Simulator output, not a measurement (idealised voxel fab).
voxel wiring stack: a process module
The figure presents cross-section cut, which has a width of 220 nm and is divided into square cells with an edge length of 5 nm.
Cross-section = grid of square cells, listed top down in bands; band = one or more rows.
Heights first: top, then bottom, in nm. Then materials, left to right, each with a width in nm. "everywhere" on a single material: fills the band edge to edge. "blank": empty space.
Heights are expressed relative to 0, this being the level below which the as-received wafer comprises one material exclusively. The lowest band is unbounded in the downward direction and is denoted as in "top 0, no bottom".
The expression "30..40" gives the width at the extremes of the band, the first number at its top row of cells and the second at its bottom row, with the width changing by equal amounts from each row to the next in between.
"changes: none" means the step left every cell of the cross-section as it was.
Listed in "Closed internal cavities": every empty space of 8 or more cells without an open way to the top. Form: width x height at distance, the distance being from the left edge, all in nm.
Anything after a step's settings on that line? It's the simulator's own note about the step.
overlay nm: mask offset rightward from planned place, masked step; negative means leftward offset.
## Process steps (planned)
1: RECEIVE, material Si
2: CONFORMAL_DEP, material SiO2, thk nm 15
3: DIRECTIONAL_DEP, material TiN, thk nm 5
4: DIRECTIONAL_DEP, material W, thk nm 15
5: DIRECTIONAL_DEP, material aC, thk nm 10
6: PATTERN, tone cover, mask id METAL_1, material resist, width nm 20, pitch nm 50, thk nm 25, overlay nm 0
7: DIRECTIONAL_ETCH, etch materials aC, depth nm 10
8: STRIP, etch materials resist
9: DIRECTIONAL_ETCH, etch materials W, depth nm 15
10: DIRECTIONAL_ETCH, etch materials TiN, depth nm 5
11: STRIP, etch materials aC
12: CONFORMAL_DEP, material SiN, thk nm 5
13: FILL_DEP, material SiO2, thk nm 10
14: CMP, height nm 35
15: CONFORMAL_DEP, material SiCN, thk nm 5
16: DIRECTIONAL_DEP, material lowk, thk nm 10
17: DIRECTIONAL_DEP, material aC, thk nm 15
18: PATTERN, tone open, mask id PLUG_1, material resist, width nm 15, pitch nm 50, thk nm 30, overlay nm 0
19: DIRECTIONAL_ETCH, etch materials aC, depth nm 15
20: STRIP, etch materials resist
21: DIRECTIONAL_ETCH, etch materials lowk, depth nm 10
22: DIRECTIONAL_ETCH, etch materials SiCN, depth nm 5
23: STRIP, etch materials aC
24: EPI, material Ru, thk nm 10
25: EPI, material Ru, thk nm 5
26: CONFORMAL_DEP, material SiCN, thk nm 5
27: DIRECTIONAL_DEP, material SiO2, thk nm 15
28: MASKED_ETCH, tone open, mask id METAL_2, width nm 20, pitch nm 50, etch materials SiO2, depth nm 25, overlay nm 0
29: MASKED_ETCH, tone open, mask id METAL_2, width nm 20, pitch nm 50, etch materials SiCN, depth nm 5, overlay nm 0
30: CONFORMAL_DEP, material TiN, thk nm 5
31: FILL_DEP, material W, thk nm 10
32: CMP, height nm 80
33: CONFORMAL_DEP, material SiCN, thk nm 5
34: DIRECTIONAL_DEP, material SiO2, thk nm 10
35: DIRECTIONAL_DEP, material aC, thk nm 15
36: PATTERN, tone open, mask id PLUG_2, material resist, width nm 15, pitch nm 50, thk nm 30, overlay nm 0
37: DIRECTIONAL_ETCH, etch materials aC, depth nm 15
38: STRIP, etch materials resist
39: DIRECTIONAL_ETCH, etch materials SiO2, depth nm 10
40: DIRECTIONAL_ETCH, etch materials SiCN, depth nm 5
41: STRIP, etch materials aC
42: EPI, material Ru, thk nm 10
43: EPI, material Ru, thk nm 5
44: DIRECTIONAL_DEP, material TiN, thk nm 5
45: DIRECTIONAL_DEP, material Ru, thk nm 20
46: MASKED_ETCH, tone cover, mask id METAL_3, width nm 20, pitch nm 50, etch materials Ru, depth nm 20, overlay nm 0
47: MASKED_ETCH, tone cover, mask id METAL_3, width nm 20, pitch nm 50, etch materials TiN, depth nm 5, overlay nm 0
48: CONFORMAL_DEP, material SiCN, thk nm 5
49: FILL_DEP, material SiO2, thk nm 10
50: CMP, height nm 120
51: CONFORMAL_DEP, material SiN, thk nm 5
varied across the wafers: thk nm of step 27. The plan shows the first wafer's value. All wafers start alike
## Here's the first of the wafers in cross-section, just as we got it, i.e. after step 1
- top 0, no bottom: Si everywhere
- Closed internal cavities: none
## Once step 51, the last step, is complete, the module is at its end; this is the cross-section of the first of several wafers
- top 125, bottom 120: SiN everywhere
- top 120, bottom 100: SiO2: 70  SiCN: 5  Ru: 20  SiCN: 5  SiO2: 20  SiCN: 5  Ru: 20  SiCN: 5  SiO2: 70
- top 100, bottom 95: SiCN: 75  TiN: 20  SiCN: 30  TiN: 20  SiCN: 75
- top 95, bottom 85: SiO2: 75  Ru: 15  SiO2: 35  Ru: 15  SiO2: 80
- top 85, bottom 80: SiCN: 75  Ru: 15  SiCN: 35  Ru: 15  SiCN: 80
- top 80, bottom 75: W everywhere
- top 75, bottom 70: TiN: 80  W: 10  TiN: 40  W: 10  TiN: 80
- top 70, bottom 55: SiO2: 75  TiN: 5  W: 10  TiN: 5  SiO2: 30  TiN: 5  W: 10  TiN: 5  SiO2: 75
- top 55, bottom 50: SiCN: 75  TiN: 20  SiCN: 30  TiN: 20  SiCN: 75
- top 50, bottom 40: lowk: 75  Ru: 15  lowk: 35  Ru: 15  lowk: 80
- top 40, bottom 35: SiCN: 75  Ru: 15  SiCN: 35  Ru: 15  SiCN: 80
- top 35, bottom 20: SiO2: 70  SiN: 5  W: 20  SiN: 5  SiO2: 20  SiN: 5  W: 20  SiN: 5  SiO2: 70
- top 20, bottom 15: SiN: 75  TiN: 20  SiN: 30  TiN: 20  SiN: 75
- top 15, bottom 0: SiO2 everywhere
- top 0, no bottom: Si everywhere
- Closed internal cavities: none
## Sectional view of the last wafer upon completion of the module
- top 125, bottom 120: SiN everywhere
- top 120, bottom 100: SiO2: 70  SiCN: 5  Ru: 20  SiCN: 5  SiO2: 20  SiCN: 5  Ru: 20  SiCN: 5  SiO2: 70
- top 100, bottom 95: SiCN: 75  TiN: 20  SiCN: 30  TiN: 20  SiCN: 75
- top 95, bottom 85: SiO2: 75  Ru: 15  SiO2: 35  Ru: 15  SiO2: 80
- top 85, bottom 80: SiCN: 75  Ru: 15  SiCN: 35  Ru: 15  SiCN: 80
- top 80, bottom 75: SiO2: 75  TiN: 5  W: 10  TiN: 5  SiO2: 30  TiN: 5  W: 10  TiN: 5  SiO2: 75
- top 75, bottom 70: SiO2: 75  TiN: 20  SiO2: 30  TiN: 20  SiO2: 75
- top 70, bottom 55: SiO2 everywhere
- top 55, bottom 50: SiCN everywhere
- top 50, bottom 40: lowk: 75  Ru: 15  lowk: 35  Ru: 15  lowk: 80
- top 40, bottom 35: SiCN: 75  Ru: 15  SiCN: 35  Ru: 15  SiCN: 80
- top 35, bottom 20: SiO2: 70  SiN: 5  W: 20  SiN: 5  SiO2: 20  SiN: 5  W: 20  SiN: 5  SiO2: 70
- top 20, bottom 15: SiN: 75  TiN: 20  SiN: 30  TiN: 20  SiN: 75
- top 15, bottom 0: SiO2 everywhere
- top 0, no bottom: Si everywhere
- Closed internal cavities: none
## Note: the following table is arranged by wafer, a row apiece. Each row reports the end-of-module state: per material, cells gained (+) or cells lost (-) compared with the wafer as received; closed voids follow
thk nm 15, +68 Ru, +164 SiCN, +92 SiN, +540 SiO2, +76 TiN, +84 W, +76 lowk, Closed internal cavities: none
thk nm 20, +68 Ru, +164 SiCN, +92 SiN, +576 SiO2, +80 TiN, +44 W, +76 lowk, Closed internal cavities: none
thk nm 25, +68 Ru, +164 SiCN, +92 SiN, +612 SiO2, +44 TiN, +44 W, +76 lowk, Closed internal cavities: none
thk nm 30, +68 Ru, +172 SiCN, +92 SiN, +620 SiO2, +36 TiN, +36 W, +76 lowk, Closed internal cavities: none
thk nm 35, +68 Ru, +172 SiCN, +92 SiN, +628 SiO2, +32 TiN, +32 W, +76 lowk, Closed internal cavities: none
thk nm 40, +68 Ru, +172 SiCN, +92 SiN, +636 SiO2, +28 TiN, +28 W, +76 lowk, Closed internal cavities: none
